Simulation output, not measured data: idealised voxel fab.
A process module follows: voxel fin reveal.
It is cross-section cut that appears here, measuring 215 nm in width, its square cells being 5 nm in size.
For the purposes of this document, a cross-section shall be understood as a grid of square cells, specified as bands listed in top-to-bottom order, each band consisting of one or more rows of cells.
Basically the band line says how high the top is and how high the bottom is, in nm, and then what's in it from left to right, every material with its width in nm. Empty space shows up as "blank", and if a single material carries "edge to edge" it runs the full band edge to edge.
All heights in this document are referenced to 0, defined as the level beneath which the wafer, as received, consists entirely of one material. The lowest band is not bounded below; it extends indefinitely downward and is written in the form "from 0 down".
Width: "30->40" (first number = top row, second number = bottom row, same change from row to row of cells).
"no alterations made", as given for a step, is the statement that not any cell of the cross-section underwent a change during that step.
Closed-off voids of 8+ cells (no open route to the top) go in "Fully sealed voids", written width x height at distance from the left edge, in nm.
The remark found on a step's line after its settings is issued by the simulator itself and pertains to that step.
The optional step-line setting "overlay nm" applies to steps with a mask and quantifies how far to the right of its planned location the mask lay, a negative value indicating leftward placement.

These are the steps we planned for the process:
1) RECEIVE,material Si
2) CONFORMAL_DEP,material SiN,thk nm 5
3) MASKED_ETCH,tone cover,mask id FINS,width nm 15,pitch nm 40,etch materials SiN,depth nm 5,overlay nm 0
4) MASKED_ETCH,tone cover,mask id FINS,width nm 15,pitch nm 40,etch materials Si,depth nm 30,overlay nm 0
5) OXIDIZE,depth nm 5
6) FILL_DEP,material SiO2,thk nm 10
7) CMP,height nm 5
8) SELECTIVE_ETCH,etch materials SiO2,depth nm 25
9) STRIP,etch materials SiN

Here's what the wafer looked like in cross-section when it arrived - that's after step 1:
from 0 down = Si edge to edge
Fully sealed voids: none

As-planned run: cross-section of the first of two wafers at end of module:
from 0 to -20 = blank (65) | Si (5) | blank (35) | Si (5) | blank (35) | Si (5) | blank (65)
from -20 to -35 = SiO2 (65) | Si (5) | SiO2 (35) | Si (5) | SiO2 (35) | Si (5) | SiO2 (65)
from -35 down = Si edge to edge
Fully sealed voids: none

Cross-section of the latter of the two wafers at module completion. It had an identical start and an identical plan to the former; in running it, one mistake was made:
from 0 to -20 = blank (65) | Si (10) | blank (30) | Si (10) | blank (30) | Si (10) | blank (60)
from -20 to -35 = SiO2 (65) | Si (10) | SiO2 (30) | Si (10) | SiO2 (30) | Si (10) | SiO2 (60)
from -35 down = Si edge to edge
Fully sealed voids: none
Run error: step 3 deviated from plan and actually ran as MASKED_ETCH,tone cover,mask id FINS,width nm 20,pitch nm 40,etch materials SiN,depth nm 5,overlay nm 0
It is noted that, at the conclusion of processing, the second wafer exhibits a higher or lower cell count for certain materials relative to the first: 21 more of Si, 9 fewer of SiO2
